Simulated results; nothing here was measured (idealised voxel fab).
Herein follows the process module entitled voxel capacitor over wiring.
FYI the section here is cut, 250 nm wide, cells are 5 nm squares.
The cross-sections in this document take the form of a grid made of square cells. They are written out as bands, in order from top to bottom. Each band consists of one or more rows of cells. Top, bottom (nm), then materials left to right with widths (nm); lone material tagged "all across" fills the whole band edge to edge; "blank" = empty space. All heights in this document are referenced to 0, defined as the level beneath which the wafer, as received, consists entirely of one material. The lowest band is not bounded below; it extends indefinitely downward and is written in the form "z 0 and below". Graded width ("30->40"): value in top row of band = first number; value in bottom row = second number; row-to-row change constant. "same as before" means the step left every cell of the cross-section as it was. Heads up: "Listed closed voids" only lists the empty pockets with no open path to the top that are 8 cells or more, and it writes them as width x height at distance, distance from the left edge, in nm. Formally, on a step line, whatever follows the settings is a remark that the simulator itself makes on the step. overlay nm: mask offset rightward from planned place, masked step; negative means leftward offset.

### Planned process steps
1 RECEIVE: material Si
2 CONFORMAL_DEP: material SiO2, thk nm 15
3 DIRECTIONAL_DEP: material TiN, thk nm 5
4 DIRECTIONAL_DEP: material W, thk nm 15
5 MASKED_ETCH: tone cover, mask id METAL_1, width nm 25, pitch nm 75, etch materials W, depth nm 15, overlay nm 0
6 MASKED_ETCH: tone cover, mask id METAL_1, width nm 25, pitch nm 75, etch materials TiN, depth nm 5, overlay nm 0
7 FILL_DEP: material lowk, thk nm 10
8 CMP: height nm 35
9 CONFORMAL_DEP: material SiCN, thk nm 5
10 DIRECTIONAL_DEP: material SiO2, thk nm 15
11 DIRECTIONAL_DEP: material aC, thk nm 15
12 PATTERN: tone open, mask id PLUG_1, material resist, width nm 15, thk nm 30, overlay nm 0
13 DIRECTIONAL_ETCH: etch materials aC, depth nm 15
14 STRIP: etch materials resist
15 DIRECTIONAL_ETCH: etch materials SiO2, depth nm 15
16 DIRECTIONAL_ETCH: etch materials SiCN, depth nm 5
17 STRIP: etch materials aC
18 CONFORMAL_DEP: material TiN, thk nm 5
19 FILL_DEP: material Cu, thk nm 10
20 CMP: height nm 55
21 DIRECTIONAL_DEP: material TiN, thk nm 5
22 DIRECTIONAL_DEP: material Al2O3, thk nm 5
23 DIRECTIONAL_DEP: material TiN, thk nm 10
24 DIRECTIONAL_DEP: material aC, thk nm 10
25 PATTERN: tone cover, mask id UPPER_PLATE, material resist, width nm 55, thk nm 30, overlay nm 0
26 DIRECTIONAL_ETCH: etch materials aC, depth nm 10
27 STRIP: etch materials resist
28 DIRECTIONAL_ETCH: etch materials TiN, depth nm 10
29 DIRECTIONAL_ETCH: etch materials Al2O3, depth nm 5
30 STRIP: etch materials aC
31 DIRECTIONAL_DEP: material aC, thk nm 15
32 PATTERN: tone cover, mask id LOWER_PLATE, material resist, width nm 65, thk nm 30, overlay nm 0
33 DIRECTIONAL_ETCH: etch materials aC, depth nm 15
34 STRIP: etch materials resist
35 DIRECTIONAL_ETCH: etch materials TiN, depth nm 5
36 STRIP: etch materials aC
37 FILL_DEP: material SiO2, thk nm 20
38 CMP: height nm 90
39 DIRECTIONAL_DEP: material aC, thk nm 10
40 PATTERN: tone open, mask id PLUG_2, material resist, width nm 15, thk nm 30, overlay nm 0
41 DIRECTIONAL_ETCH: etch materials aC, depth nm 10
42 STRIP: etch materials resist
43 DIRECTIONAL_ETCH: etch materials SiO2, depth nm 15
44 STRIP: etch materials aC
45 CONFORMAL_DEP: material TiN, thk nm 5
46 FILL_DEP: material W, thk nm 5
47 CMP: height nm 90
48 CONFORMAL_DEP: material SiCN, thk nm 5

### As-received state of the wafer in cross-section, equivalent to post-step 1
z 0 and below = Si all across
Listed closed voids: none

### This is how the wafer looks in cross-section once the module is done, given the starting state and plan above and one mistake in carrying the plan out
z 95 to 90 = SiCN all across
z 90 to 80 = 95 of SiO2, then 5 of TiN, then 5 of W, then 5 of TiN, then 140 of SiO2
z 80 to 75 = 95 of SiO2, then 15 of TiN, then 140 of SiO2
z 75 to 65 = 85 of SiO2, then 55 of TiN, then 110 of SiO2
z 65 to 60 = 85 of SiO2, then 55 of Al2O3, then 110 of SiO2
z 60 to 55 = 80 of SiO2, then 65 of TiN, then 105 of SiO2
z 55 to 40 = 85 of SiO2, then 5 of TiN, then 5 of Cu, then 5 of TiN, then 150 of SiO2
z 40 to 35 = 85 of SiCN, then 15 of TiN, then 150 of SiCN
z 35 to 20 = 85 of lowk, then 25 of W, then 50 of lowk, then 25 of W, then 65 of lowk
z 20 to 15 = 75 of lowk, then 35 of TiN, then 40 of lowk, then 35 of TiN, then 65 of lowk
z 15 to 0 = SiO2 all across
z 0 and below = Si all across
Listed closed voids: none
The mistake made against the process plan was this: step 5 changed vs plan, executed as MASKED_ETCH: tone cover, mask id METAL_1, width nm 25, pitch nm 75, etch materials W, depth nm 15, overlay nm 10
